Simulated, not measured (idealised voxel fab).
Proc. module: voxel wiring stack
The width of the displayed cross-section, cut, is 220 nm; its cells are square, with a size of 5 nm.
A cross-section is a grid of square cells, given in bands from the top down. A band is one or more rows of cells.
Within each band entry, the heights of the top and of the bottom of the band appear first, in that order and in nm; the materials of the band then follow from left to right, each with its corresponding width in nm. The designation "full width" on a single material indicates that it fills the band from edge to edge; the designation "air" indicates empty space.
We count height from 0. Below that, the starting wafer is all one material. The lowest band never ends at the bottom but goes on down; see "0 nm and below" for how that is written.
The expression "30 to 40" gives the width at the extremes of the band, the first number at its top row of cells and the second at its bottom row, with the width changing by equal amounts from each row to the next in between.
You'll sometimes find "no alteration" written for a step, and that's the way of saying that nowhere in the cross-section did a cell change during that step.
"Trapped cavities" enumerates empty spaces isolated from the top, with no open way to it, that contain at least 8 cells, giving each as width x height at distance from the left edge, all three in nm.
Whatever follows a step's settings on its line is a remark the simulator itself makes about that step.
"overlay nm" denotes, for a step that has a mask, the displacement of the mask to the right of its planned place, with negative values corresponding to the left.
Pairs from here to the end. Each: cross-section before one process step, cross-section after it, the latter only as far down as the lowest band that changed. Under each: the step between, and its settings. Mind that the pairs may be taken from different runs of this module on the same starting wafer; whether a pair continues from the pair above depends on its entry headed "before", and it does only where that entry says so.
BEFORE
0 nm and below: Si full width
Trapped cavities: none
CUT VIEW, POST-STEP
15 nm to 0 nm: SiO2 full width
Heights below 0 show no change.
Trapped cavities: none
Step between the cross-sections above: CONFORMAL_DEP | material SiO2 | thk nm 15
before: this step begins from the cross-section that the pair just above shows after its step.
CUT VIEW, POST-STEP
20 nm to 15 nm: SiN full width
Heights below 15 show no change.
Trapped cavities: none
Step between the cross-sections above: CONFORMAL_DEP | material SiN | thk nm 5
before: this step begins from the cross-section that the pair just above shows after its step.
CUT VIEW, POST-STEP
45 nm to 20 nm: SiO2 full width
Heights below 20 show no change.
Trapped cavities: none
Step between the cross-sections above: DIRECTIONAL_DEP | material SiO2 | thk nm 25
before: this step begins from the cross-section that the pair just above shows after its step.
CUT VIEW, POST-STEP
45 nm to 20 nm: SiO2 50 | air 25 | SiO2 20 | air 25 | SiO2 20 | air 25 | SiO2 55
Heights below 20 show no change.
Trapped cavities: none
Step between the cross-sections above: MASKED_ETCH | tone open | mask id METAL_1 | width nm 25 | pitch nm 45 | etch materials SiO2 | depth nm 25 | overlay nm 0
before: this step begins from the cross-section that the pair just above shows after its step.
CUT VIEW, POST-STEP
45 nm to 20 nm: SiO2 50 | air 25 | SiO2 20 | air 25 | SiO2 20 | air 25 | SiO2 55
20 nm to 15 nm: SiN 50 | air 25 | SiN 20 | air 25 | SiN 20 | air 25 | SiN 55
Heights below 15 show no change.
Trapped cavities: none
Step between the cross-sections above: MASKED_ETCH | tone open | mask id METAL_1 | width nm 25 | pitch nm 45 | etch materials SiN | depth nm 5 | overlay nm 0
before: this step begins from the cross-section that the pair just above shows after its step.
CUT VIEW, POST-STEP
50 nm to 45 nm: TiN 55 | air 15 | TiN 30 | air 15 | TiN 30 | air 15 | TiN 60
45 nm to 20 nm: SiO2 50 | TiN 5 | air 15 | TiN 5 | SiO2 20 | TiN 5 | air 15 | TiN 5 | SiO2 20 | TiN 5 | air 15 | TiN 5 | SiO2 55
20 nm to 15 nm: SiN 50 | TiN 25 | SiN 20 | TiN 25 | SiN 20 | TiN 25 | SiN 55
Heights below 15 show no change.
Trapped cavities: none
Step between the cross-sections above: CONFORMAL_DEP | material TiN | thk nm 5
before: this step begins from the cross-section that the pair just above shows after its step.
CUT VIEW, POST-STEP
60 nm to 50 nm: Cu full width
50 nm to 45 nm: TiN 55 | Cu 15 | TiN 30 | Cu 15 | TiN 30 | Cu 15 | TiN 60
45 nm to 20 nm: SiO2 50 | TiN 5 | Cu 15 | TiN 5 | SiO2 20 | TiN 5 | Cu 15 | TiN 5 | SiO2 20 | TiN 5 | Cu 15 | TiN 5 | SiO2 55
Heights below 20 show no change.
Trapped cavities: none
Step between the cross-sections above: FILL_DEP | material Cu | thk nm 10
before: this step begins from the cross-section that the pair just above shows after its step.
CUT VIEW, POST-STEP
45 nm to 20 nm: SiO2 50 | TiN 5 | Cu 15 | TiN 5 | SiO2 20 | TiN 5 | Cu 15 | TiN 5 | SiO2 20 | TiN 5 | Cu 15 | TiN 5 | SiO2 55
Heights below 20 show no change.
Trapped cavities: none
Step between the cross-sections above: CMP | height nm 45
before: this step begins from the cross-section that the pair just above shows after its step.
CUT VIEW, POST-STEP
50 nm to 45 nm: SiCN full width
Heights below 45 show no change.
Trapped cavities: none
Step between the cross-sections above: CONFORMAL_DEP | material SiCN | thk nm 5
before: this step begins from the cross-section that the pair just above shows after its step.
CUT VIEW, POST-STEP
65 nm to 50 nm: SiO2 full width
Heights below 50 show no change.
Trapped cavities: none
Step between the cross-sections above: DIRECTIONAL_DEP | material SiO2 | thk nm 15
before: this step begins from the cross-section that the pair just above shows after its step.
CUT VIEW, POST-STEP
65 nm to 50 nm: SiO2 50 | air 15 | SiO2 30 | air 15 | SiO2 30 | air 15 | SiO2 65
Heights below 50 show no change.
Trapped cavities: none
Step between the cross-sections above: MASKED_ETCH | tone open | mask id PLUG_1 | width nm 15 | pitch nm 45 | etch materials SiO2 | depth nm 15 | overlay nm 0
before: this step begins from the cross-section that the pair just above shows after its step.
CUT VIEW, POST-STEP
65 nm to 50 nm: SiO2 50 | air 15 | SiO2 30 | air 15 | SiO2 30 | air 15 | SiO2 65
50 nm to 45 nm: SiCN 50 | air 15 | SiCN 30 | air 15 | SiCN 30 | air 15 | SiCN 65
Heights below 45 show no change.
Trapped cavities: none
Step between the cross-sections above: MASKED_ETCH | tone open | mask id PLUG_1 | width nm 15 | pitch nm 45 | etch materials SiCN | depth nm 5 | overlay nm 0
before: this step begins from the cross-section that the pair just above shows after its step.
CUT VIEW, POST-STEP
65 nm to 55 nm: SiO2 50 | air 15 | SiO2 30 | air 15 | SiO2 30 | air 15 | SiO2 65
55 nm to 50 nm: SiO2 50 | Ru 15 | SiO2 30 | Ru 15 | SiO2 30 | Ru 15 | SiO2 65
50 nm to 45 nm: SiCN 50 | Ru 15 | SiCN 30 | Ru 15 | SiCN 30 | Ru 15 | SiCN 65
Heights below 45 show no change.
Trapped cavities: none
Step between the cross-sections above: EPI | material Ru | thk nm 10
before: this step begins from the cross-section that the pair just above shows after its step.
CUT VIEW, POST-STEP
65 nm to 50 nm: SiO2 50 | Ru 15 | SiO2 30 | Ru 15 | SiO2 30 | Ru 15 | SiO2 65
Heights below 50 show no change.
Trapped cavities: none
Step between the cross-sections above: EPI | material Ru | thk nm 10
before: this step begins from the cross-section that the pair just above shows after its step.
CUT VIEW, POST-STEP
70 nm to 65 nm: SiN full width
Heights below 65 show no change.
Trapped cavities: none
Step between the cross-sections above: CONFORMAL_DEP | material SiN | thk nm 5
before: this step begins from the cross-section that the pair just above shows after its step.
CUT VIEW, POST-STEP
90 nm to 70 nm: lowk full width
Heights below 70 show no change.
Trapped cavities: none
Step between the cross-sections above: DIRECTIONAL_DEP | material lowk | thk nm 20
before: this step begins from the cross-section that the pair just above shows after its step.
CUT VIEW, POST-STEP
110 nm to 90 nm: resist 50 | air 25 | resist 20 | air 25 | resist 20 | air 25 | resist 55
Heights below 90 show no change.
Trapped cavities: none
Step between the cross-sections above: PATTERN | tone open | mask id METAL_2 | material resist | width nm 25 | pitch nm 45 | thk nm 20 | overlay nm 0
before: this step begins from the cross-section that the pair just above shows after its step.
CUT VIEW, POST-STEP
110 nm to 90 nm: resist 50 | air 25 | resist 20 | air 25 | resist 20 | air 25 | resist 55
90 nm to 70 nm: lowk 50 | air 25 | lowk 20 | air 25 | lowk 20 | air 25 | lowk 55
Heights below 70 show no change.
Trapped cavities: none
Step between the cross-sections above: DIRECTIONAL_ETCH | etch materials lowk | depth nm 20
before: this step begins from the cross-section that the pair just above shows after its step.
CUT VIEW, POST-STEP
110 nm to 90 nm: resist 50 | air 25 | resist 20 | air 25 | resist 20 | air 25 | resist 55
90 nm to 70 nm: lowk 50 | air 25 | lowk 20 | air 25 | lowk 20 | air 25 | lowk 55
70 nm to 65 nm: SiN 50 | air 25 | SiN 20 | air 25 | SiN 20 | air 25 | SiN 55
Heights below 65 show no change.
Trapped cavities: none
Step between the cross-sections above: DIRECTIONAL_ETCH | etch materials SiN | depth nm 5
before: this step begins from the cross-section that the pair just above shows after its step.
CUT VIEW, POST-STEP
90 nm to 70 nm: lowk 50 | air 25 | lowk 20 | air 25 | lowk 20 | air 25 | lowk 55
Heights below 70 show no change.
Trapped cavities: none
Step between the cross-sections above: STRIP | etch materials resist
before: this step begins from the cross-section that the pair just above shows after its step.
CUT VIEW, POST-STEP
95 nm to 90 nm: TiN 55 | air 15 | TiN 30 | air 15 | TiN 30 | air 15 | TiN 60
90 nm to 70 nm: lowk 50 | TiN 5 | air 15 | TiN 5 | lowk 20 | TiN 5 | air 15 | TiN 5 | lowk 20 | TiN 5 | air 15 | TiN 5 | lowk 55
70 nm to 65 nm: SiN 50 | TiN 25 | SiN 20 | TiN 25 | SiN 20 | TiN 25 | SiN 55
Heights below 65 show no change.
Trapped cavities: none
Step between the cross-sections above: CONFORMAL_DEP | material TiN | thk nm 5
before: this step begins from the cross-section that the pair just above shows after its step.
CUT VIEW, POST-STEP
105 nm to 95 nm: Cu full width
95 nm to 90 nm: TiN 55 | Cu 15 | TiN 30 | Cu 15 | TiN 30 | Cu 15 | TiN 60
90 nm to 70 nm: lowk 50 | TiN 5 | Cu 15 | TiN 5 | lowk 20 | TiN 5 | Cu 15 | TiN 5 | lowk 20 | TiN 5 | Cu 15 | TiN 5 | lowk 55
Heights below 70 show no change.
Trapped cavities: none
Step between the cross-sections above: FILL_DEP | material Cu | thk nm 10
before: this step begins from the cross-section that the pair just above shows after its step.
CUT VIEW, POST-STEP
90 nm to 70 nm: lowk 50 | TiN 5 | Cu 15 | TiN 5 | lowk 20 | TiN 5 | Cu 15 | TiN 5 | lowk 20 | TiN 5 | Cu 15 | TiN 5 | lowk 55
Heights below 70 show no change.
Trapped cavities: none
Step between the cross-sections above: CMP | height nm 90
before: this step begins from the cross-section that the pair just above shows after its step.
CUT VIEW, POST-STEP
95 nm to 90 nm: SiCN full width
Heights below 90 show no change.
Trapped cavities: none
Step between the cross-sections above: CONFORMAL_DEP | material SiCN | thk nm 5
before: this step begins from the cross-section that the pair just above shows after its step.
CUT VIEW, POST-STEP
125 nm to 95 nm: SiO2 full width
Heights below 95 show no change.
Trapped cavities: none
Step between the cross-sections above: DIRECTIONAL_DEP | material SiO2 | thk nm 30
before: this step begins from the cross-section that the pair just above shows after its step.
CUT VIEW, POST-STEP
125 nm to 95 nm: SiO2 50 | air 15 | SiO2 30 | air 15 | SiO2 30 | air 15 | SiO2 65
Heights below 95 show no change.
Trapped cavities: none
Step between the cross-sections above: MASKED_ETCH | tone open | mask id METAL_3_HOLES | width nm 15 | pitch nm 45 | etch materials SiO2 | depth nm 30 | overlay nm 0
before: this step begins from the cross-section that the pair just above shows after its step.
CUT VIEW, POST-STEP
125 nm to 105 nm: SiO2 50 | air 25 | SiO2 20 | air 25 | SiO2 20 | air 25 | SiO2 55
Heights below 105 show no change.
Trapped cavities: none
Step between the cross-sections above: MASKED_ETCH | tone open | mask id METAL_3 | width nm 25 | pitch nm 45 | etch materials SiO2 | depth nm 20 | overlay nm 0
before: this step begins from the cross-section that the pair just above shows after its step.
CUT VIEW, POST-STEP
125 nm to 105 nm: SiO2 50 | air 25 | SiO2 20 | air 25 | SiO2 20 | air 25 | SiO2 55
105 nm to 95 nm: SiO2 50 | air 15 | SiO2 30 | air 15 | SiO2 30 | air 15 | SiO2 65
95 nm to 90 nm: SiCN 50 | air 15 | SiCN 30 | air 15 | SiCN 30 | air 15 | SiCN 65
Heights below 90 show no change.
Trapped cavities: none
Step between the cross-sections above: MASKED_ETCH | tone open | mask id METAL_3 | width nm 25 | pitch nm 45 | etch materials SiCN | depth nm 5 | overlay nm 0
before: this step begins from the cross-section that the pair just above shows after its step.
CUT VIEW, POST-STEP
130 nm to 125 nm: TiN 55 | air 15 | TiN 30 | air 15 | TiN 30 | air 15 | TiN 60
125 nm to 110 nm: SiO2 50 | TiN 5 | air 15 | TiN 5 | SiO2 20 | TiN 5 | air 15 | TiN 5 | SiO2 20 | TiN 5 | air 15 | TiN 5 | SiO2 55
110 nm to 105 nm: SiO2 50 | TiN 5 | air 5 | TiN 15 | SiO2 20 | TiN 5 | air 5 | TiN 15 | SiO2 20 | TiN 5 | air 5 | TiN 15 | SiO2 55
105 nm to 95 nm: SiO2 50 | TiN 5 | air 5 | TiN 5 | SiO2 30 | TiN 5 | air 5 | TiN 5 | SiO2 30 | TiN 5 | air 5 | TiN 5 | SiO2 65
95 nm to 90 nm: SiCN 50 | TiN 15 | SiCN 30 | TiN 15 | SiCN 30 | TiN 15 | SiCN 65
Heights below 90 show no change.
Trapped cavities: none
Step between the cross-sections above: CONFORMAL_DEP | material TiN | thk nm 5
before: this step begins from the cross-section that the pair just above shows after its step.
CUT VIEW, POST-STEP
140 nm to 130 nm: Cu full width
130 nm to 125 nm: TiN 55 | Cu 15 | TiN 30 | Cu 15 | TiN 30 | Cu 15 | TiN 60
125 nm to 110 nm: SiO2 50 | TiN 5 | Cu 15 | TiN 5 | SiO2 20 | TiN 5 | Cu 15 | TiN 5 | SiO2 20 | TiN 5 | Cu 15 | TiN 5 | SiO2 55
110 nm to 105 nm: SiO2 50 | TiN 5 | Cu 5 | TiN 15 | SiO2 20 | TiN 5 | Cu 5 | TiN 15 | SiO2 20 | TiN 5 | Cu 5 | TiN 15 | SiO2 55
105 nm to 95 nm: SiO2 50 | TiN 5 | Cu 5 | TiN 5 | SiO2 30 | TiN 5 | Cu 5 | TiN 5 | SiO2 30 | TiN 5 | Cu 5 | TiN 5 | SiO2 65
Heights below 95 show no change.
Trapped cavities: none
Step between the cross-sections above: FILL_DEP | material Cu | thk nm 10
before: this step begins from the cross-section that the pair just above shows after its step.
CUT VIEW, POST-STEP
125 nm to 110 nm: SiO2 50 | TiN 5 | Cu 15 | TiN 5 | SiO2 20 | TiN 5 | Cu 15 | TiN 5 | SiO2 20 | TiN 5 | Cu 15 | TiN 5 | SiO2 55
Heights below 110 show no change.
Trapped cavities: none
Step between the cross-sections above: CMP | height nm 125
before: this step begins from the cross-section that the pair just above shows after its step.
CUT VIEW, POST-STEP
130 nm to 125 nm: SiCN full width
Heights below 125 show no change.
Trapped cavities: none
Step between the cross-sections above: CONFORMAL_DEP | material SiCN | thk nm 5
before: this step begins from the cross-section that the pair just above shows after its step.
CUT VIEW, POST-STEP
155 nm to 130 nm: lowk full width
Heights below 130 show no change.
Trapped cavities: none
Step between the cross-sections above: DIRECTIONAL_DEP | material lowk | thk nm 25
before: this step begins from the cross-section that the pair just above shows after its step.
CUT VIEW, POST-STEP
155 nm to 130 nm: lowk 50 | air 15 | lowk 75 | air 15 | lowk 65
Heights below 130 show no change.
Trapped cavities: none
Step between the cross-sections above: MASKED_ETCH | tone open | mask id METAL_4_HOLES | width nm 15 | pitch nm 90 | etch materials lowk | depth nm 25 | overlay nm 0
before: this step begins from the cross-section that the pair just above shows after its step.
CUT VIEW, POST-STEP
175 nm to 155 nm: resist 50 | air 25 | resist 20 | air 25 | resist 20 | air 25 | resist 55
Heights below 155 show no change.
Trapped cavities: none
Step between the cross-sections above: PATTERN | tone open | mask id METAL_4 | material resist | width nm 25 | pitch nm 45 | thk nm 20 | overlay nm 0
before: this step begins from the cross-section that the pair just above shows after its step.
CUT VIEW, POST-STEP
175 nm to 155 nm: resist 50 | air 25 | resist 20 | air 25 | resist 20 | air 25 | resist 55
155 nm to 140 nm: lowk 50 | air 25 | lowk 20 | air 25 | lowk 20 | air 25 | lowk 55
Heights below 140 show no change.
Trapped cavities: none
Step between the cross-sections above: DIRECTIONAL_ETCH | etch materials lowk | depth nm 15
before: this step begins from the cross-section that the pair just above shows after its step.
CUT VIEW, POST-STEP
175 nm to 155 nm: resist 50 | air 25 | resist 20 | air 25 | resist 20 | air 25 | resist 55
155 nm to 140 nm: lowk 50 | air 25 | lowk 20 | air 25 | lowk 20 | air 25 | lowk 55
140 nm to 130 nm: lowk 50 | air 15 | lowk 75 | air 15 | lowk 65
130 nm to 125 nm: SiCN 50 | air 15 | SiCN 75 | air 15 | SiCN 65
Heights below 125 show no change.
Trapped cavities: none
Step between the cross-sections above: DIRECTIONAL_ETCH | etch materials SiCN | depth nm 5
before: this step begins from the cross-section that the pair just above shows after its step.
CUT VIEW, POST-STEP
155 nm to 140 nm: lowk 50 | air 25 | lowk 20 | air 25 | lowk 20 | air 25 | lowk 55
Heights below 140 show no change.
Trapped cavities: none
Step between the cross-sections above: STRIP | etch materials resist
before: this step begins from the cross-section that the pair just above shows after its step.
CUT VIEW, POST-STEP
160 nm to 155 nm: TiN 55 | air 15 | TiN 30 | air 15 | TiN 30 | air 15 | TiN 60
155 nm to 145 nm: lowk 50 | TiN 5 | air 15 | TiN 5 | lowk 20 | TiN 5 | air 15 | TiN 5 | lowk 20 | TiN 5 | air 15 | TiN 5 | lowk 55
145 nm to 140 nm: lowk 50 | TiN 5 | air 5 | TiN 15 | lowk 20 | TiN 25 | lowk 20 | TiN 5 | air 5 | TiN 15 | lowk 55
140 nm to 130 nm: lowk 50 | TiN 5 | air 5 | TiN 5 | lowk 75 | TiN 5 | air 5 | TiN 5 | lowk 65
130 nm to 125 nm: SiCN 50 | TiN 15 | SiCN 75 | TiN 15 | SiCN 65
Heights below 125 show no change.
Trapped cavities: none
Step between the cross-sections above: CONFORMAL_DEP | material TiN | thk nm 5
before: this step begins from the cross-section that the pair just above shows after its step.
CUT VIEW, POST-STEP
170 nm to 160 nm: Cu full width
160 nm to 155 nm: TiN 55 | Cu 15 | TiN 30 | Cu 15 | TiN 30 | Cu 15 | TiN 60
155 nm to 145 nm: lowk 50 | TiN 5 | Cu 15 | TiN 5 | lowk 20 | TiN 5 | Cu 15 | TiN 5 | lowk 20 | TiN 5 | Cu 15 | TiN 5 | lowk 55
145 nm to 140 nm: lowk 50 | TiN 5 | Cu 5 | TiN 15 | lowk 20 | TiN 25 | lowk 20 | TiN 5 | Cu 5 | TiN 15 | lowk 55
140 nm to 130 nm: lowk 50 | TiN 5 | Cu 5 | TiN 5 | lowk 75 | TiN 5 | Cu 5 | TiN 5 | lowk 65
Heights below 130 show no change.
Trapped cavities: none
Step between the cross-sections above: FILL_DEP | material Cu | thk nm 10
before: this step begins from the cross-section that the pair just above shows after its step.
CUT VIEW, POST-STEP
155 nm to 145 nm: lowk 50 | TiN 5 | Cu 15 | TiN 5 | lowk 20 | TiN 5 | Cu 15 | TiN 5 | lowk 20 | TiN 5 | Cu 15 | TiN 5 | lowk 55
Heights below 145 show no change.
Trapped cavities: none
Step between the cross-sections above: CMP | height nm 155
before: this step begins from the cross-section that the pair just above shows after its step.
CUT VIEW, POST-STEP
160 nm to 155 nm: SiCN full width
Heights below 155 show no change.
Trapped cavities: none
Step between the cross-sections above: CONFORMAL_DEP | material SiCN | thk nm 5
BEFORE
65 nm to 50 nm: SiO2 50 | Ru 15 | SiO2 30 | Ru 15 | SiO2 30 | Ru 15 | SiO2 65
50 nm to 45 nm: SiCN 50 | Ru 15 | SiCN 30 | Ru 15 | SiCN 30 | Ru 15 | SiCN 65
45 nm to 20 nm: SiO2 50 | TiN 5 | Cu 15 | TiN 5 | SiO2 20 | TiN 5 | Cu 15 | TiN 5 | SiO2 20 | TiN 5 | Cu 15 | TiN 5 | SiO2 55
20 nm to 15 nm: SiN 50 | TiN 25 | SiN 20 | TiN 25 | SiN 20 | TiN 25 | SiN 55
15 nm to 0 nm: SiO2 full width
0 nm and below: Si full width
Trapped cavities: none
CUT VIEW, POST-STEP
85 nm to 65 nm: lowk full width
Heights below 65 show no change.
Trapped cavities: none
Step between the cross-sections above: DIRECTIONAL_DEP | material lowk | thk nm 20
before: this step begins from the cross-section that the pair just above shows after its step.
CUT VIEW, POST-STEP
105 nm to 85 nm: resist 50 | air 25 | resist 20 | air 25 | resist 20 | air 25 | resist 55
Heights below 85 show no change.
Trapped cavities: none
Step between the cross-sections above: PATTERN | tone open | mask id METAL_2 | material resist | width nm 25 | pitch nm 45 | thk nm 20 | overlay nm 0
before: this step begins from the cross-section that the pair just above shows after its step.
CUT VIEW, POST-STEP
105 nm to 85 nm: resist 50 | air 25 | resist 20 | air 25 | resist 20 | air 25 | resist 55
85 nm to 65 nm: lowk 50 | air 25 | lowk 20 | air 25 | lowk 20 | air 25 | lowk 55
Heights below 65 show no change.
Trapped cavities: none
Step between the cross-sections above: DIRECTIONAL_ETCH | etch materials lowk | depth nm 20
before: this step begins from the cross-section that the pair just above shows after its step.
CUT VIEW, POST-STEP
85 nm to 65 nm: lowk 50 | air 25 | lowk 20 | air 25 | lowk 20 | air 25 | lowk 55
Heights below 65 show no change.
Trapped cavities: none
Step between the cross-sections above: STRIP | etch materials resist
before: this step begins from the cross-section that the pair just above shows after its step.
CUT VIEW, POST-STEP
90 nm to 85 nm: TiN 55 | air 15 | TiN 30 | air 15 | TiN 30 | air 15 | TiN 60
85 nm to 70 nm: lowk 50 | TiN 5 | air 15 | TiN 5 | lowk 20 | TiN 5 | air 15 | TiN 5 | lowk 20 | TiN 5 | air 15 | TiN 5 | lowk 55
70 nm to 65 nm: lowk 50 | TiN 25 | lowk 20 | TiN 25 | lowk 20 | TiN 25 | lowk 55
Heights below 65 show no change.
Trapped cavities: none
Step between the cross-sections above: CONFORMAL_DEP | material TiN | thk nm 5
before: this step begins from the cross-section that the pair just above shows after its step.
CUT VIEW, POST-STEP
100 nm to 90 nm: Cu full width
90 nm to 85 nm: TiN 55 | Cu 15 | TiN 30 | Cu 15 | TiN 30 | Cu 15 | TiN 60
85 nm to 70 nm: lowk 50 | TiN 5 | Cu 15 | TiN 5 | lowk 20 | TiN 5 | Cu 15 | TiN 5 | lowk 20 | TiN 5 | Cu 15 | TiN 5 | lowk 55
Heights below 70 show no change.
Trapped cavities: none
Step between the cross-sections above: FILL_DEP | material Cu | thk nm 10
before: this step begins from the cross-section that the pair just above shows after its step.
CUT VIEW, POST-STEP
90 nm to 85 nm: TiN 55 | Cu 15 | TiN 30 | Cu 15 | TiN 30 | Cu 15 | TiN 60
Heights below 85 show no change.
Trapped cavities: none
Step between the cross-sections above: CMP | height nm 90
before: this step begins from the cross-section that the pair just above shows after its step.
CUT VIEW, POST-STEP
95 nm to 90 nm: SiCN full width
Heights below 90 show no change.
Trapped cavities: none
Step between the cross-sections above: CONFORMAL_DEP | material SiCN | thk nm 5
before: this step begins from the cross-section that the pair just above shows after its step.
CUT VIEW, POST-STEP
125 nm to 95 nm: SiO2 full width
Heights below 95 show no change.
Trapped cavities: none
Step between the cross-sections above: DIRECTIONAL_DEP | material SiO2 | thk nm 30
before: this step begins from the cross-section that the pair just above shows after its step.
CUT VIEW, POST-STEP
125 nm to 95 nm: SiO2 50 | air 15 | SiO2 30 | air 15 | SiO2 30 | air 15 | SiO2 65
Heights below 95 show no change.
Trapped cavities: none
Step between the cross-sections above: MASKED_ETCH | tone open | mask id METAL_3_HOLES | width nm 15 | pitch nm 45 | etch materials SiO2 | depth nm 30 | overlay nm 0
before: this step begins from the cross-section that the pair just above shows after its step.
CUT VIEW, POST-STEP
125 nm to 105 nm: SiO2 50 | air 25 | SiO2 20 | air 25 | SiO2 20 | air 25 | SiO2 55
Heights below 105 show no change.
Trapped cavities: none
Step between the cross-sections above: MASKED_ETCH | tone open | mask id METAL_3 | width nm 25 | pitch nm 45 | etch materials SiO2 | depth nm 20 | overlay nm 0
before: this step begins from the cross-section that the pair just above shows after its step.
CUT VIEW, POST-STEP
125 nm to 105 nm: SiO2 50 | air 25 | SiO2 20 | air 25 | SiO2 20 | air 25 | SiO2 55
105 nm to 95 nm: SiO2 50 | air 15 | SiO2 30 | air 15 | SiO2 30 | air 15 | SiO2 65
95 nm to 90 nm: SiCN 50 | air 15 | SiCN 30 | air 15 | SiCN 30 | air 15 | SiCN 65
Heights below 90 show no change.
Trapped cavities: none
Step between the cross-sections above: MASKED_ETCH | tone open | mask id METAL_3 | width nm 25 | pitch nm 45 | etch materials SiCN | depth nm 5 | overlay nm 0
before: this step begins from the cross-section that the pair just above shows after its step.
CUT VIEW, POST-STEP
130 nm to 125 nm: TiN 55 | air 15 | TiN 30 | air 15 | TiN 30 | air 15 | TiN 60
125 nm to 110 nm: SiO2 50 | TiN 5 | air 15 | TiN 5 | SiO2 20 | TiN 5 | air 15 | TiN 5 | SiO2 20 | TiN 5 | air 15 | TiN 5 | SiO2 55
110 nm to 105 nm: SiO2 50 | TiN 5 | air 5 | TiN 15 | SiO2 20 | TiN 5 | air 5 | TiN 15 | SiO2 20 | TiN 5 | air 5 | TiN 15 | SiO2 55
105 nm to 95 nm: SiO2 50 | TiN 5 | air 5 | TiN 5 | SiO2 30 | TiN 5 | air 5 | TiN 5 | SiO2 30 | TiN 5 | air 5 | TiN 5 | SiO2 65
95 nm to 90 nm: SiCN 50 | TiN 15 | SiCN 30 | TiN 15 | SiCN 30 | TiN 15 | SiCN 65
Heights below 90 show no change.
Trapped cavities: none
Step between the cross-sections above: CONFORMAL_DEP | material TiN | thk nm 5
before: this step begins from the cross-section that the pair just above shows after its step.
CUT VIEW, POST-STEP
140 nm to 130 nm: Cu full width
130 nm to 125 nm: TiN 55 | Cu 15 | TiN 30 | Cu 15 | TiN 30 | Cu 15 | TiN 60
125 nm to 110 nm: SiO2 50 | TiN 5 | Cu 15 | TiN 5 | SiO2 20 | TiN 5 | Cu 15 | TiN 5 | SiO2 20 | TiN 5 | Cu 15 | TiN 5 | SiO2 55
110 nm to 105 nm: SiO2 50 | TiN 5 | Cu 5 | TiN 15 | SiO2 20 | TiN 5 | Cu 5 | TiN 15 | SiO2 20 | TiN 5 | Cu 5 | TiN 15 | SiO2 55
105 nm to 95 nm: SiO2 50 | TiN 5 | Cu 5 | TiN 5 | SiO2 30 | TiN 5 | Cu 5 | TiN 5 | SiO2 30 | TiN 5 | Cu 5 | TiN 5 | SiO2 65
Heights below 95 show no change.
Trapped cavities: none
Step between the cross-sections above: FILL_DEP | material Cu | thk nm 10
before: this step begins from the cross-section that the pair just above shows after its step.
CUT VIEW, POST-STEP
125 nm to 110 nm: SiO2 50 | TiN 5 | Cu 15 | TiN 5 | SiO2 20 | TiN 5 | Cu 15 | TiN 5 | SiO2 20 | TiN 5 | Cu 15 | TiN 5 | SiO2 55
Heights below 110 show no change.
Trapped cavities: none
Step between the cross-sections above: CMP | height nm 125
before: this step begins from the cross-section that the pair just above shows after its step.
CUT VIEW, POST-STEP
130 nm to 125 nm: SiCN full width
Heights below 125 show no change.
Trapped cavities: none
Step between the cross-sections above: CONFORMAL_DEP | material SiCN | thk nm 5
before: this step begins from the cross-section that the pair just above shows after its step.
CUT VIEW, POST-STEP
155 nm to 130 nm: lowk full width
Heights below 130 show no change.
Trapped cavities: none
Step between the cross-sections above: DIRECTIONAL_DEP | material lowk | thk nm 25
before: this step begins from the cross-section that the pair just above shows after its step.
CUT VIEW, POST-STEP
155 nm to 130 nm: lowk 50 | air 15 | lowk 75 | air 15 | lowk 65
Heights below 130 show no change.
Trapped cavities: none
Step between the cross-sections above: MASKED_ETCH | tone open | mask id METAL_4_HOLES | width nm 15 | pitch nm 90 | etch materials lowk | depth nm 25 | overlay nm 0
before: this step begins from the cross-section that the pair just above shows after its step.
CUT VIEW, POST-STEP
175 nm to 155 nm: resist 50 | air 25 | resist 20 | air 25 | resist 20 | air 25 | resist 55
Heights below 155 show no change.
Trapped cavities: none
Step between the cross-sections above: PATTERN | tone open | mask id METAL_4 | material resist | width nm 25 | pitch nm 45 | thk nm 20 | overlay nm 0
before: this step begins from the cross-section that the pair just above shows after its step.
CUT VIEW, POST-STEP
175 nm to 155 nm: resist 50 | air 25 | resist 20 | air 25 | resist 20 | air 25 | resist 55
155 nm to 140 nm: lowk 50 | air 25 | lowk 20 | air 25 | lowk 20 | air 25 | lowk 55
Heights below 140 show no change.
Trapped cavities: none
Step between the cross-sections above: DIRECTIONAL_ETCH | etch materials lowk | depth nm 15
before: this step begins from the cross-section that the pair just above shows after its step.
CUT VIEW, POST-STEP
175 nm to 155 nm: resist 50 | air 25 | resist 20 | air 25 | resist 20 | air 25 | resist 55
155 nm to 140 nm: lowk 50 | air 25 | lowk 20 | air 25 | lowk 20 | air 25 | lowk 55
140 nm to 130 nm: lowk 50 | air 15 | lowk 75 | air 15 | lowk 65
130 nm to 125 nm: SiCN 50 | air 15 | SiCN 75 | air 15 | SiCN 65
Heights below 125 show no change.
Trapped cavities: none
Step between the cross-sections above: DIRECTIONAL_ETCH | etch materials SiCN | depth nm 5
before: this step begins from the cross-section that the pair just above shows after its step.
CUT VIEW, POST-STEP
155 nm to 140 nm: lowk 50 | air 25 | lowk 20 | air 25 | lowk 20 | air 25 | lowk 55
Heights below 140 show no change.
Trapped cavities: none
Step between the cross-sections above: STRIP | etch materials resist
before: this step begins from the cross-section that the pair just above shows after its step.
CUT VIEW, POST-STEP
160 nm to 155 nm: TiN 55 | air 15 | TiN 30 | air 15 | TiN 30 | air 15 | TiN 60
155 nm to 145 nm: lowk 50 | TiN 5 | air 15 | TiN 5 | lowk 20 | TiN 5 | air 15 | TiN 5 | lowk 20 | TiN 5 | air 15 | TiN 5 | lowk 55
145 nm to 140 nm: lowk 50 | TiN 5 | air 5 | TiN 15 | lowk 20 | TiN 25 | lowk 20 | TiN 5 | air 5 | TiN 15 | lowk 55
140 nm to 130 nm: lowk 50 | TiN 5 | air 5 | TiN 5 | lowk 75 | TiN 5 | air 5 | TiN 5 | lowk 65
130 nm to 125 nm: SiCN 50 | TiN 15 | SiCN 75 | TiN 15 | SiCN 65
Heights below 125 show no change.
Trapped cavities: none
Step between the cross-sections above: CONFORMAL_DEP | material TiN | thk nm 5
